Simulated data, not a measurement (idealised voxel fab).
process module | voxel released beams
Cross-sectional view cut (width: 185 nm; square cell size: 5 nm).
Bands, listed from the top down, are how a cross-section gets written in this document; the cross-section itself is a grid of square cells, and a band is one or more rows of them. The entry gives the band's vertical extent as a top height and a bottom height in nm, then its horizontal make-up as materials from left to right, each with a width in nm. "empty" stands for empty space; a single material marked "full width" fills the band edge to edge. Below 0: as-received wafer, all one material; heights counted from there. Lowest band: no bottom, goes on down, written "0 nm and below". You'd read "30->40" like this: the band's top row of cells is as wide as the first number, its bottom row is as wide as the second, and going down, every row changes width by the same amount as the row before did. Given "remained unchanged" for a step, no cell of the cross-section differs between before and after that step. "Listed closed voids": sealed empty spaces, 8 cells or more, no open way to top, listed width x height at distance, with distance from the left edge and width, height and distance in nm. Read whatever lies past the settings on a step's line as the simulator's own remark about the step. The optional step-line setting "overlay nm" applies to steps with a mask and quantifies how far to the right of its planned location the mask lay, a negative value indicating leftward placement. Before/after cross-section pairs, one process step each; after shown to lowest changed band; step and settings beneath. Pairs may be from different runs of this module on the same starting wafer; a pair continues from the one above only where its "Before processing" entry says so.

BEFORE PROCESSING
  0 nm and below | Si full width
  Listed closed voids: none

RESULTING CROSS-SECTION
  5 nm to 0 nm | Al2O3 full width
  Rest of section, below 0: as before.
  Listed closed voids: none
Upper to lower cross-section via CONFORMAL_DEP | material Al2O3 | thk nm 5

Before processing: it's just the after picture from the pair right above this one.

RESULTING CROSS-SECTION
  15 nm to 5 nm | SiO2 full width
  Rest of section, below 5: as before.
  Listed closed voids: none
Upper to lower cross-section via DIRECTIONAL_DEP | material SiO2 | thk nm 10

Before processing: it's just the after picture from the pair right above this one.

RESULTING CROSS-SECTION
  25 nm to 15 nm | aC full width
  Rest of section, below 15: as before.
  Listed closed voids: none
Upper to lower cross-section via DIRECTIONAL_DEP | material aC | thk nm 10

Before processing: it's just the after picture from the pair right above this one.

RESULTING CROSS-SECTION
  55 nm to 25 nm | resist=45 / empty=35 / resist=105
  Rest of section, below 25: as before.
  Listed closed voids: none
Upper to lower cross-section via PATTERN | tone open | mask id ANCHOR | material resist | width nm 35 | thk nm 30 | overlay nm 0

Before processing: it's just the after picture from the pair right above this one.

RESULTING CROSS-SECTION
  45 nm to 25 nm | resist=45 / empty=35 / resist=105
  25 nm to 15 nm | aC=45 / empty=35 / aC=105
  Rest of section, below 15: as before.
  Listed closed voids: none
Upper to lower cross-section via DIRECTIONAL_ETCH | etch materials aC | depth nm 10

Before processing: it's just the after picture from the pair right above this one.

RESULTING CROSS-SECTION
  25 nm to 15 nm | aC=45 / empty=35 / aC=105
  Rest of section, below 15: as before.
  Listed closed voids: none
Upper to lower cross-section via STRIP | etch materials resist

Before processing: it's just the after picture from the pair right above this one.

RESULTING CROSS-SECTION
  25 nm to 15 nm | aC=45 / empty=35 / aC=105
  15 nm to 5 nm | SiO2=45 / empty=35 / SiO2=105
  Rest of section, below 5: as before.
  Listed closed voids: none
Upper to lower cross-section via DIRECTIONAL_ETCH | etch materials SiO2 | depth nm 10

Before processing: it's just the after picture from the pair right above this one.

RESULTING CROSS-SECTION
  15 nm to 5 nm | SiO2=45 / empty=35 / SiO2=105
  Rest of section, below 5: as before.
  Listed closed voids: none
Upper to lower cross-section via STRIP | etch materials aC

Before processing: it's just the after picture from the pair right above this one.

RESULTING CROSS-SECTION
  25 nm to 15 nm | polySi=55 / empty=15 / polySi=115
  15 nm to 5 nm | SiO2=45 / polySi=35 / SiO2=105
  Rest of section, below 5: as before.
  Listed closed voids: none
Upper to lower cross-section via CONFORMAL_DEP | material polySi | thk nm 10

Before processing: it's just the after picture from the pair right above this one.

RESULTING CROSS-SECTION
  25 nm to 15 nm | empty=40 / polySi=15 / empty=15 / polySi=65 / empty=50
  Rest of section, below 15: as before.
  Listed closed voids: none
Upper to lower cross-section via MASKED_ETCH | tone cover | mask id BEAM | width nm 95 | etch materials polySi | depth nm 10 | overlay nm 0

Before processing: it's just the after picture from the pair right above this one.

RESULTING CROSS-SECTION
  25 nm to 15 nm | empty=40 / polySi=15 / empty=15 / polySi=65 / empty=50
  15 nm to 5 nm | empty=45 / polySi=35 / empty=105
  Rest of section, below 5: as before.
  Listed closed voids: none
Upper to lower cross-section via STRIP | etch materials SiO2

BEFORE PROCESSING
  0 nm and below | Si full width
  Listed closed voids: none

RESULTING CROSS-SECTION
  10 nm to 0 nm | SiO2 full width
  Rest of section, below 0: as before.
  Listed closed voids: none
Upper to lower cross-section via DIRECTIONAL_DEP | material SiO2 | thk nm 10

Before processing: it's just the after picture from the pair right above this one.

RESULTING CROSS-SECTION
  20 nm to 10 nm | aC full width
  Rest of section, below 10: as before.
  Listed closed voids: none
Upper to lower cross-section via DIRECTIONAL_DEP | material aC | thk nm 10

Before processing: it's just the after picture from the pair right above this one.

RESULTING CROSS-SECTION
  50 nm to 20 nm | resist=45 / empty=35 / resist=105
  Rest of section, below 20: as before.
  Listed closed voids: none
Upper to lower cross-section via PATTERN | tone open | mask id ANCHOR | material resist | width nm 35 | thk nm 30 | overlay nm 0

Before processing: it's just the after picture from the pair right above this one.

RESULTING CROSS-SECTION
  40 nm to 20 nm | resist=45 / empty=35 / resist=105
  20 nm to 10 nm | aC=45 / empty=35 / aC=105
  Rest of section, below 10: as before.
  Listed closed voids: none
Upper to lower cross-section via DIRECTIONAL_ETCH | etch materials aC | depth nm 10

Before processing: it's just the after picture from the pair right above this one.

RESULTING CROSS-SECTION
  20 nm to 10 nm | aC=45 / empty=35 / aC=105
  Rest of section, below 10: as before.
  Listed closed voids: none
Upper to lower cross-section via STRIP | etch materials resist

Before processing: it's just the after picture from the pair right above this one.

RESULTING CROSS-SECTION
  20 nm to 10 nm | aC=45 / empty=35 / aC=105
  10 nm to 0 nm | SiO2=45 / empty=35 / SiO2=105
  Rest of section, below 0: as before.
  Listed closed voids: none
Upper to lower cross-section via DIRECTIONAL_ETCH | etch materials SiO2 | depth nm 10

Before processing: it's just the after picture from the pair right above this one.

RESULTING CROSS-SECTION
  10 nm to 0 nm | SiO2=45 / empty=35 / SiO2=105
  Rest of section, below 0: as before.
  Listed closed voids: none
Upper to lower cross-section via STRIP | etch materials aC

Before processing: it's just the after picture from the pair right above this one.

RESULTING CROSS-SECTION
  20 nm to 10 nm | polySi=55 / empty=15 / polySi=115
  10 nm to 0 nm | SiO2=45 / polySi=35 / SiO2=105
  Rest of section, below 0: as before.
  Listed closed voids: none
Upper to lower cross-section via CONFORMAL_DEP | material polySi | thk nm 10

Before processing: it's just the after picture from the pair right above this one.

RESULTING CROSS-SECTION
  20 nm to 10 nm | empty=40 / polySi=15 / empty=15 / polySi=65 / empty=50
  Rest of section, below 10: as before.
  Listed closed voids: none
Upper to lower cross-section via MASKED_ETCH | tone cover | mask id BEAM | width nm 95 | etch materials polySi | depth nm 10 | overlay nm 0

Before processing: it's just the after picture from the pair right above this one.

RESULTING CROSS-SECTION
  20 nm to 10 nm | empty=40 / polySi=15 / empty=15 / polySi=65 / empty=50
  10 nm to 0 nm | empty=45 / polySi=35 / empty=105
  Rest of section, below 0: as before.
  Listed closed voids: none
Upper to lower cross-section via STRIP | etch materials SiO2

BEFORE PROCESSING
  10 nm to 0 nm | SiO2 full width
  0 nm and below | Si full width
  Listed closed voids: none

RESULTING CROSS-SECTION
  15 nm to 10 nm | Al2O3 full width
  Rest of section, below 10: as before.
  Listed closed voids: none
Upper to lower cross-section via CONFORMAL_DEP | material Al2O3 | thk nm 5

Before processing: it's just the after picture from the pair right above this one.

RESULTING CROSS-SECTION
  25 nm to 15 nm | aC full width
  Rest of section, below 15: as before.
  Listed closed voids: none
Upper to lower cross-section via DIRECTIONAL_DEP | material aC | thk nm 10

Before processing: it's just the after picture from the pair right above this one.

RESULTING CROSS-SECTION
  55 nm to 25 nm | resist=45 / empty=35 / resist=105
  Rest of section, below 25: as before.
  Listed closed voids: none
Upper to lower cross-section via PATTERN | tone open | mask id ANCHOR | material resist | width nm 35 | thk nm 30 | overlay nm 0

Before processing: it's just the after picture from the pair right above this one.

RESULTING CROSS-SECTION
  45 nm to 25 nm | resist=45 / empty=35 / resist=105
  25 nm to 15 nm | aC=45 / empty=35 / aC=105
  Rest of section, below 15: as before.
  Listed closed voids: none
Upper to lower cross-section via DIRECTIONAL_ETCH | etch materials aC | depth nm 10

Before processing: it's just the after picture from the pair right above this one.

RESULTING CROSS-SECTION
  25 nm to 15 nm | aC=45 / empty=35 / aC=105
  Rest of section, below 15: as before.
  Listed closed voids: none
Upper to lower cross-section via STRIP | etch materials resist

Before processing: it's just the after picture from the pair right above this one.

RESULTING CROSS-SECTION
  15 nm to 10 nm | Al2O3 full width
  Rest of section, below 10: as before.
  Listed closed voids: none
Upper to lower cross-section via STRIP | etch materials aC

Before processing: it's just the after picture from the pair right above this one.

RESULTING CROSS-SECTION
  25 nm to 15 nm | polySi full width
  Rest of section, below 15: as before.
  Listed closed voids: none
Upper to lower cross-section via CONFORMAL_DEP | material polySi | thk nm 10

Before processing: it's just the after picture from the pair right above this one.

RESULTING CROSS-SECTION
  25 nm to 15 nm | empty=40 / polySi=95 / empty=50
  Rest of section, below 15: as before.
  Listed closed voids: none
Upper to lower cross-section via MASKED_ETCH | tone cover | mask id BEAM | width nm 95 | etch materials polySi | depth nm 10 | overlay nm 0

BEFORE PROCESSING
  25 nm to 15 nm | polySi=55 / empty=15 / polySi=115
  15 nm to 5 nm | SiO2=45 / polySi=35 / SiO2=105
  5 nm to 0 nm | Al2O3 full width
  0 nm and below | Si full width
  Listed closed voids: none

RESULTING CROSS-SECTION
  25 nm to 20 nm | empty=40 / polySi=15 / empty=15 / polySi=65 / empty=50
  Rest of section, below 20: as before.
  Listed closed voids: none
Upper to lower cross-section via MASKED_ETCH | tone cover | mask id BEAM | width nm 95 | etch materials polySi | depth nm 5 | overlay nm 0

BEFORE PROCESSING
  25 nm to 15 nm | aC full width
  15 nm to 5 nm | SiO2 full width
  5 nm to 0 nm | Al2O3 full width
  0 nm and below | Si full width
  Listed closed voids: none

RESULTING CROSS-SECTION
  55 nm to 25 nm | resist=50 / empty=30 / resist=105
  Rest of section, below 25: as before.
  Listed closed voids: none
Upper to lower cross-section via PATTERN | tone open | mask id ANCHOR | material resist | width nm 30 | thk nm 30 | overlay nm 0

Before processing: it's just the after picture from the pair right above this one.

RESULTING CROSS-SECTION
  45 nm to 25 nm | resist=50 / empty=30 / resist=105
  25 nm to 15 nm | aC=50 / empty=30 / aC=105
  Rest of section, below 15: as before.
  Listed closed voids: none
Upper to lower cross-section via DIRECTIONAL_ETCH | etch materials aC | depth nm 10

Before processing: it's just the after picture from the pair right above this one.

RESULTING CROSS-SECTION
  25 nm to 15 nm | aC=50 / empty=30 / aC=105
  Rest of section, below 15: as before.
  Listed closed voids: none
Upper to lower cross-section via STRIP | etch materials resist

Before processing: it's just the after picture from the pair right above this one.

RESULTING CROSS-SECTION
  25 nm to 15 nm | aC=50 / empty=30 / aC=105
  15 nm to 5 nm | SiO2=50 / empty=30 / SiO2=105
  Rest of section, below 5: as before.
  Listed closed voids: none
Upper to lower cross-section via DIRECTIONAL_ETCH | etch materials SiO2 | depth nm 10

Before processing: it's just the after picture from the pair right above this one.

RESULTING CROSS-SECTION
  15 nm to 5 nm | SiO2=50 / empty=30 / SiO2=105
  Rest of section, below 5: as before.
  Listed closed voids: none
Upper to lower cross-section via STRIP | etch materials aC

Before processing: it's just the after picture from the pair right above this one.

RESULTING CROSS-SECTION
  25 nm to 15 nm | polySi=60 / empty=10 / polySi=115
  15 nm to 5 nm | SiO2=50 / polySi=30 / SiO2=105
  Rest of section, below 5: as before.
  Listed closed voids: none
Upper to lower cross-section via CONFORMAL_DEP | material polySi | thk nm 10

Before processing: it's just the after picture from the pair right above this one.

RESULTING CROSS-SECTION
  25 nm to 15 nm | empty=40 / polySi=20 / empty=10 / polySi=65 / empty=50
  Rest of section, below 15: as before.
  Listed closed voids: none
Upper to lower cross-section via MASKED_ETCH | tone cover | mask id BEAM | width nm 95 | etch materials polySi | depth nm 10 | overlay nm 0

Before processing: it's just the after picture from the pair right above this one.

RESULTING CROSS-SECTION
  25 nm to 15 nm | empty=40 / polySi=20 / empty=10 / polySi=65 / empty=50
  15 nm to 5 nm | empty=50 / polySi=30 / empty=105
  Rest of section, below 5: as before.
  Listed closed voids: none
Upper to lower cross-section via STRIP | etch materials SiO2

BEFORE PROCESSING
  25 nm to 15 nm | aC full width
  15 nm to 5 nm | SiO2 full width
  5 nm to 0 nm | Al2O3 full width
  0 nm and below | Si full width
  Listed closed voids: none

RESULTING CROSS-SECTION
  55 nm to 25 nm | resist=40 / empty=35 / resist=110
  Rest of section, below 25: as before.
  Listed closed voids: none
Upper to lower cross-section via PATTERN | tone open | mask id ANCHOR | material resist | width nm 35 | thk nm 30 | overlay nm -5

Before processing: it's just the after picture from the pair right above this one.

RESULTING CROSS-SECTION
  45 nm to 25 nm | resist=40 / empty=35 / resist=110
  25 nm to 15 nm | aC=40 / empty=35 / aC=110
  Rest of section, below 15: as before.
  Listed closed voids: none
Upper to lower cross-section via DIRECTIONAL_ETCH | etch materials aC | depth nm 10

Before processing: it's just the after picture from the pair right above this one.

RESULTING CROSS-SECTION
  25 nm to 15 nm | aC=40 / empty=35 / aC=110
  Rest of section, below 15: as before.
  Listed closed voids: none
Upper to lower cross-section via STRIP | etch materials resist

Before processing: it's just the after picture from the pair right above this one.

RESULTING CROSS-SECTION
  25 nm to 15 nm | aC=40 / empty=35 / aC=110
  15 nm to 5 nm | SiO2=40 / empty=35 / SiO2=110
  Rest of section, below 5: as before.
  Listed closed voids: none
Upper to lower cross-section via DIRECTIONAL_ETCH | etch materials SiO2 | depth nm 10

Before processing: it's just the after picture from the pair right above this one.

RESULTING CROSS-SECTION
  15 nm to 5 nm | SiO2=40 / empty=35 / SiO2=110
  Rest of section, below 5: as before.
  Listed closed voids: none
Upper to lower cross-section via STRIP | etch materials aC

Before processing: it's just the after picture from the pair right above this one.

RESULTING CROSS-SECTION
  25 nm to 15 nm | polySi=50 / empty=15 / polySi=120
  15 nm to 5 nm | SiO2=40 / polySi=35 / SiO2=110
  Rest of section, below 5: as before.
  Listed closed voids: none
Upper to lower cross-section via CONFORMAL_DEP | material polySi | thk nm 10

Before processing: it's just the after picture from the pair right above this one.

RESULTING CROSS-SECTION
  25 nm to 15 nm | empty=40 / polySi=10 / empty=15 / polySi=70 / empty=50
  Rest of section, below 15: as before.
  Listed closed voids: none
Upper to lower cross-section via MASKED_ETCH | tone cover | mask id BEAM | width nm 95 | etch materials polySi | depth nm 10 | overlay nm 0

Before processing: it's just the after picture from the pair right above this one.

RESULTING CROSS-SECTION
  25 nm to 15 nm | empty=40 / polySi=10 / empty=15 / polySi=70 / empty=50
  15 nm to 5 nm | empty=40 / polySi=35 / empty=110
  Rest of section, below 5: as before.
  Listed closed voids: none
Upper to lower cross-section via STRIP | etch materials SiO2

BEFORE PROCESSING
  25 nm to 15 nm | aC=45 / empty=35 / aC=105
  15 nm to 5 nm | SiO2=45 / empty=35 / SiO2=105
  5 nm to 0 nm | Al2O3 full width
  0 nm and below | Si full width
  Listed closed voids: none

RESULTING CROSS-SECTION
  0 nm and below | Si full width
  Listed closed voids: none
Upper to lower cross-section via STRIP | etch materials Al2O3

Before processing: it's just the after picture from the pair right above this one.

RESULTING CROSS-SECTION
  10 nm to 0 nm | polySi full width
  Rest of section, below 0: as before.
  Listed closed voids: none
Upper to lower cross-section via CONFORMAL_DEP | material polySi | thk nm 10

Before processing: it's just the after picture from the pair right above this one.

RESULTING CROSS-SECTION
  10 nm to 0 nm | empty=40 / polySi=95 / empty=50
  Rest of section, below 0: as before.
  Listed closed voids: none
Upper to lower cross-section via MASKED_ETCH | tone cover | mask id BEAM | width nm 95 | etch materials polySi | depth nm 10 | overlay nm 0

BEFORE PROCESSING
  25 nm to 15 nm | aC full width
  15 nm to 5 nm | SiO2 full width
  5 nm to 0 nm | Al2O3 full width
  0 nm and below | Si full width
  Listed closed voids: none

RESULTING CROSS-SECTION
  55 nm to 25 nm | empty=45 / resist=35 / empty=105
  Rest of section, below 25: as before.
  Listed closed voids: none
Upper to lower cross-section via PATTERN | tone cover | mask id ANCHOR | material resist | width nm 35 | thk nm 30 | overlay nm 0

Before processing: it's just the after picture from the pair right above this one.

RESULTING CROSS-SECTION
  45 nm to 25 nm | empty=45 / resist=35 / empty=105
  25 nm to 15 nm | empty=45 / aC=35 / empty=105
  Rest of section, below 15: as before.
  Listed closed voids: none
Upper to lower cross-section via DIRECTIONAL_ETCH | etch materials aC | depth nm 10

Before processing: it's just the after picture from the pair right above this one.

RESULTING CROSS-SECTION
  25 nm to 15 nm | empty=45 / aC=35 / empty=105
  Rest of section, below 15: as before.
  Listed closed voids: none
Upper to lower cross-section via STRIP | etch materials resist

Before processing: it's just the after picture from the pair right above this one.

RESULTING CROSS-SECTION
  25 nm to 15 nm | empty=45 / aC=35 / empty=105
  15 nm to 5 nm | empty=45 / SiO2=35 / empty=105
  Rest of section, below 5: as before.
  Listed closed voids: none
Upper to lower cross-section via DIRECTIONAL_ETCH | etch materials SiO2 | depth nm 10

Before processing: it's just the after picture from the pair right above this one.

RESULTING CROSS-SECTION
  15 nm to 5 nm | empty=45 / SiO2=35 / empty=105
  Rest of section, below 5: as before.
  Listed closed voids: none
Upper to lower cross-section via STRIP | etch materials aC

Before processing: it's just the after picture from the pair right above this one.

RESULTING CROSS-SECTION
  25 nm to 15 nm | empty=35 / polySi=55 / empty=95
  15 nm to 5 nm | polySi=45 / SiO2=35 / polySi=105
  Rest of section, below 5: as before.
  Listed closed voids: none
Upper to lower cross-section via CONFORMAL_DEP | material polySi | thk nm 10

Before processing: it's just the after picture from the pair right above this one.

RESULTING CROSS-SECTION
  25 nm to 15 nm | empty=40 / polySi=50 / empty=95
  15 nm to 5 nm | empty=35 / polySi=10 / SiO2=35 / polySi=55 / empty=50
  Rest of section, below 5: as before.
  Listed closed voids: none
Upper to lower cross-section via MASKED_ETCH | tone cover | mask id BEAM | width nm 95 | etch materials polySi | depth nm 10 | overlay nm 0
